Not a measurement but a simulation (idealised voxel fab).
The following process module bears the name voxel self aligned contacts.
Xsec cut, 180 nm wide, square cell size 5 nm.
We lay out every cross-section as a grid of square cells and spell it out in bands from the top down, where one band means one or more rows of cells.
For a band, the entry starts with two heights in nm, that of the top and then that of the bottom, and carries on with the band's materials in order from left to right, each alongside its width in nm; the word "edge to edge" beside a single material means it fills the band edge to edge, and "air" means empty space.
Counting heights begins at 0, where everything beneath is, in the wafer as received, one material. The lowest band has no bottom; it goes on downwards, as "z 0 and below" shows.
Width: "30->40" (first number = top row, second number = bottom row, same change from row to row of cells).
"remains unaltered" -> step changed no cross-section cell.
"Closed internal voids": sealed empty spaces, 8 cells or more, no open way to top, listed width x height at distance, with distance from the left edge and width, height and distance in nm.
Read whatever lies past the settings on a step's line as the simulator's own remark about the step.
You can add "overlay nm" to a step's line. For a step with a mask, it describes how far the mask lay to the right of its planned position, and a negative number describes a lay to the left.

Steps planned for the process:
1) RECEIVE (material Si)
2) CONFORMAL_DEP (material SiO2; thk nm 5)
3) DIRECTIONAL_DEP (material polySi; thk nm 30)
4) DIRECTIONAL_DEP (material SiN; thk nm 25)
5) PATTERN (tone cover; mask id GATE; material resist; width nm 25; pitch nm 65; thk nm 15; overlay nm 0)
6) DIRECTIONAL_ETCH (etch materials SiN; depth nm 25)
7) DIRECTIONAL_ETCH (etch materials polySi; depth nm 30)
8) STRIP (etch materials resist)
9) CONFORMAL_DEP (material SiN; thk nm 10)
10) DIRECTIONAL_ETCH (etch materials SiN; depth nm 10)
11) FILL_DEP (material SiO2; thk nm 10)
12) CMP (height nm 65)
13) PATTERN (tone open; mask id CONTACT; material resist; width nm 50; thk nm 15; overlay nm 0)
14) DIRECTIONAL_ETCH (etch materials SiO2; depth nm 65)
15) STRIP (etch materials resist)
16) CONFORMAL_DEP (material TiN; thk nm 5)
17) FILL_DEP (material W; thk nm 10)
18) CMP (height nm 65)
19) CONFORMAL_DEP (material SiN; thk nm 5)

Cross-section of the wafer at receipt, which is the condition after step 1:
* z 0 and below: Si edge to edge
* Closed internal voids: none

Run as planned - first of the two wafers cross-sectioned at the end of the module:
* z 70 to 65: SiN edge to edge
* z 65 to 60: SiO2=65, TiN=20, W=10, TiN=20, SiO2=65
* z 60 to 35: SiO2=35, SiN=45, TiN=5, W=10, TiN=5, SiN=45, SiO2=35
* z 35 to 5: SiO2=35, SiN=10, polySi=25, SiN=10, TiN=5, W=10, TiN=5, SiN=10, polySi=25, SiN=10, SiO2=35
* z 5 to 0: SiO2=80, TiN=20, SiO2=80
* z 0 and below: Si edge to edge
* Closed internal voids: none

Wafer two (of two), end-of-module cross-section: start = wafer one, plan = wafer one, one run mistake:
* z 70 to 65: SiN edge to edge
* z 65 to 45: SiO2=35, SiN=45, TiN=5, W=10, TiN=5, SiN=45, SiO2=35
* z 45 to 40: SiO2=35, SiN=45, TiN=20, SiN=45, SiO2=35
* z 40 to 35: SiN edge to edge
* z 35 to 5: polySi edge to edge
* z 5 to 0: SiO2 edge to edge
* z 0 and below: Si edge to edge
* Closed internal voids: none
Here's what went sideways: step 4 was not run as planned; what actually ran was DIRECTIONAL_DEP (material SiN; thk nm 30)
In the final state, the cell counts of the second wafer exceed or fall short of those of the first for the following materials: 12 fewer of SiN | 106 fewer of SiO2 | 22 fewer of TiN | 16 fewer of W | 156 more of polySi
